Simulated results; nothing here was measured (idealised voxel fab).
Documented hereafter: the process module known as voxel capacitor over wiring.
Displayed cross-section: cut, width of 255 nm, square cells sized 5 nm.
Notation: cross-section as square-cell grid; stated in bands, top first, going down; one or more cell rows per band. Read a band's entry like this: the first values are the height of its top and the height of its bottom in nm, and what follows is the sequence of materials from left to right, each with its width in nm. Note that "air" is empty space, and that a single material marked "throughout" reaches across the band from edge to edge. A quick word on heights: they are counted from 0, and under that level the wafer as it came to us is one material throughout. The lowest band is different from the rest in having no bottom; it simply continues downward, written as in "0 nm and below". A two-number width, for instance "30..40", indicates that the width is equal to the first number in the top row of the band and to the second number in the bottom row, and that it changes by a constant amount per row of cells. You'll sometimes find "stayed the same" written for a step, and that's the way of saying that nowhere in the cross-section did a cell change during that step. In the "Closed void roster" entry, you get each enclosed empty space of 8 cells or more, one with no open way to the top, written width x height at distance, distance from the left edge, in nm. Past the settings on a step's line: simulator remark, on that step. Each step line may optionally specify "overlay nm", which for a step with a mask gives the rightward distance between the mask's planned place and where it lay, a negative value indicating the leftward direction.

[These are the steps we planned for the process]
| 1 | RECEIVE,material Si |
| 2 | CONFORMAL_DEP,material SiO2,thk nm 15 |
| 3 | CONFORMAL_DEP,material SiN,thk nm 5 |
| 4 | DIRECTIONAL_DEP,material lowk,thk nm 25 |
| 5 | DIRECTIONAL_DEP,material aC,thk nm 10 |
| 6 | PATTERN,tone open,mask id METAL_1,material resist,width nm 25,pitch nm 95,thk nm 25,overlay nm 0 |
| 7 | DIRECTIONAL_ETCH,etch materials aC,depth nm 10 |
| 8 | STRIP,etch materials resist |
| 9 | DIRECTIONAL_ETCH,etch materials lowk,depth nm 25 |
| 10 | DIRECTIONAL_ETCH,etch materials SiN,depth nm 5 |
| 11 | STRIP,etch materials aC |
| 12 | CONFORMAL_DEP,material TiN,thk nm 5 |
| 13 | FILL_DEP,material Cu,thk nm 10 |
| 14 | CMP,height nm 45 |
| 15 | CONFORMAL_DEP,material SiCN,thk nm 5 |
| 16 | DIRECTIONAL_DEP,material SiO2,thk nm 10 |
| 17 | PATTERN,tone open,mask id PLUG_1,material resist,width nm 15,thk nm 15,overlay nm 0 |
| 18 | DIRECTIONAL_ETCH,etch materials SiO2,depth nm 10 |
| 19 | DIRECTIONAL_ETCH,etch materials SiCN,depth nm 5 |
| 20 | STRIP,etch materials resist |
| 21 | CONFORMAL_DEP,material TiN,thk nm 5 |
| 22 | FILL_DEP,material W,thk nm 10 |
| 23 | CMP,height nm 60 |
| 24 | DIRECTIONAL_DEP,material TiN,thk nm 10 |
| 25 | DIRECTIONAL_DEP,material SiN,thk nm 5 |
| 26 | DIRECTIONAL_DEP,material TiN,thk nm 10 |
| 27 | DIRECTIONAL_DEP,material aC,thk nm 5 |
| 28 | PATTERN,tone cover,mask id UPPER_PLATE,material resist,width nm 75,thk nm 25,overlay nm 0 |
| 29 | DIRECTIONAL_ETCH,etch materials aC,depth nm 10 |
| 30 | STRIP,etch materials resist |
| 31 | DIRECTIONAL_ETCH,etch materials TiN,depth nm 10 |
| 32 | DIRECTIONAL_ETCH,etch materials SiN,depth nm 5 |
| 33 | STRIP,etch materials aC |
| 34 | DIRECTIONAL_DEP,material aC,thk nm 15 |
| 35 | PATTERN,tone cover,mask id LOWER_PLATE,material resist,width nm 85,thk nm 30,overlay nm 0 |
| 36 | DIRECTIONAL_ETCH,etch materials aC,depth nm 15 |
| 37 | STRIP,etch materials resist |
| 38 | DIRECTIONAL_ETCH,etch materials TiN,depth nm 10 |
| 39 | STRIP,etch materials aC |
| 40 | FILL_DEP,material SiO2,thk nm 15 |
| 41 | CMP,height nm 95 |
| 42 | DIRECTIONAL_DEP,material aC,thk nm 10 |
| 43 | PATTERN,tone open,mask id PLUG_2,material resist,width nm 15,thk nm 25,overlay nm 0 |
| 44 | DIRECTIONAL_ETCH,etch materials aC,depth nm 10 |
| 45 | STRIP,etch materials resist |
| 46 | DIRECTIONAL_ETCH,etch materials SiO2,depth nm 10 |
| 47 | STRIP,etch materials aC |
| 48 | CONFORMAL_DEP,material TiN,thk nm 5 |
| 49 | FILL_DEP,material Cu,thk nm 5 |
| 50 | CMP,height nm 95 |
| 51 | CONFORMAL_DEP,material SiN,thk nm 5 |
Among the wafers covered here, the point of difference is the thk nm at step 27; their starting state is shared, and the plan presents the value of the first wafer.

[As-received state after step 1, first of several wafers, cross-section]
  0 nm and below: Si throughout
  Closed void roster: none

[Module end state after final step 51: cross-section of the first of several wafers]
  100 nm to 95 nm: SiN throughout
  95 nm to 90 nm: 85 of SiO2, then 5 of TiN, then 5 of Cu, then 5 of TiN, then 155 of SiO2
  90 nm to 85 nm: 85 of SiO2, then 15 of TiN, then 155 of SiO2
  85 nm to 75 nm: 75 of SiO2, then 75 of TiN, then 105 of SiO2
  75 nm to 70 nm: 75 of SiO2, then 75 of SiN, then 105 of SiO2
  70 nm to 60 nm: 70 of SiO2, then 85 of TiN, then 100 of SiO2
  60 nm to 50 nm: 75 of SiO2, then 5 of TiN, then 5 of W, then 5 of TiN, then 165 of SiO2
  50 nm to 45 nm: 75 of SiCN, then 15 of TiN, then 165 of SiCN
  45 nm to 20 nm: 65 of lowk, then 5 of TiN, then 15 of Cu, then 5 of TiN, then 70 of lowk, then 5 of TiN, then 15 of Cu, then 5 of TiN, then 70 of lowk
  20 nm to 15 nm: 65 of SiN, then 25 of TiN, then 70 of SiN, then 25 of TiN, then 70 of SiN
  15 nm to 0 nm: SiO2 throughout
  0 nm and below: Si throughout
  Closed void roster: none

[Sectional view of the last wafer upon completion of the module]
  100 nm to 95 nm: SiN throughout
  95 nm to 90 nm: 85 of SiO2, then 5 of TiN, then 5 of Cu, then 5 of TiN, then 155 of SiO2
  90 nm to 85 nm: 85 of SiO2, then 15 of TiN, then 155 of SiO2
  85 nm to 75 nm: 70 of SiO2, then 85 of TiN, then 100 of SiO2
  75 nm to 70 nm: SiN throughout
  70 nm to 60 nm: TiN throughout
  60 nm to 50 nm: 75 of SiO2, then 5 of TiN, then 5 of W, then 5 of TiN, then 165 of SiO2
  50 nm to 45 nm: 75 of SiCN, then 15 of TiN, then 165 of SiCN
  45 nm to 20 nm: 65 of lowk, then 5 of TiN, then 15 of Cu, then 5 of TiN, then 70 of lowk, then 5 of TiN, then 15 of Cu, then 5 of TiN, then 70 of lowk
  20 nm to 15 nm: 65 of SiN, then 25 of TiN, then 70 of SiN, then 25 of TiN, then 70 of SiN
  15 nm to 0 nm: SiO2 throughout
  0 nm and below: Si throughout
  Closed void roster: none

[End of module, by wafer: material-by-material cell gain (+) or loss (-) since receipt, then closed voids]
thk nm 5, +31 Cu, +48 SiCN, +107 SiN, +521 SiO2, +106 TiN, +2 W, +205 lowk, Closed void roster: none
thk nm 10, +31 Cu, +48 SiCN, +107 SiN, +521 SiO2, +106 TiN, +2 W, +205 lowk, Closed void roster: none
thk nm 15, +31 Cu, +48 SiCN, +143 SiN, +413 SiO2, +178 TiN, +2 W, +205 lowk, Closed void roster: none
thk nm 20, +31 Cu, +48 SiCN, +143 SiN, +413 SiO2, +178 TiN, +2 W, +205 lowk, Closed void roster: none
thk nm 25, +31 Cu, +48 SiCN, +143 SiN, +413 SiO2, +178 TiN, +2 W, +205 lowk, Closed void roster: none
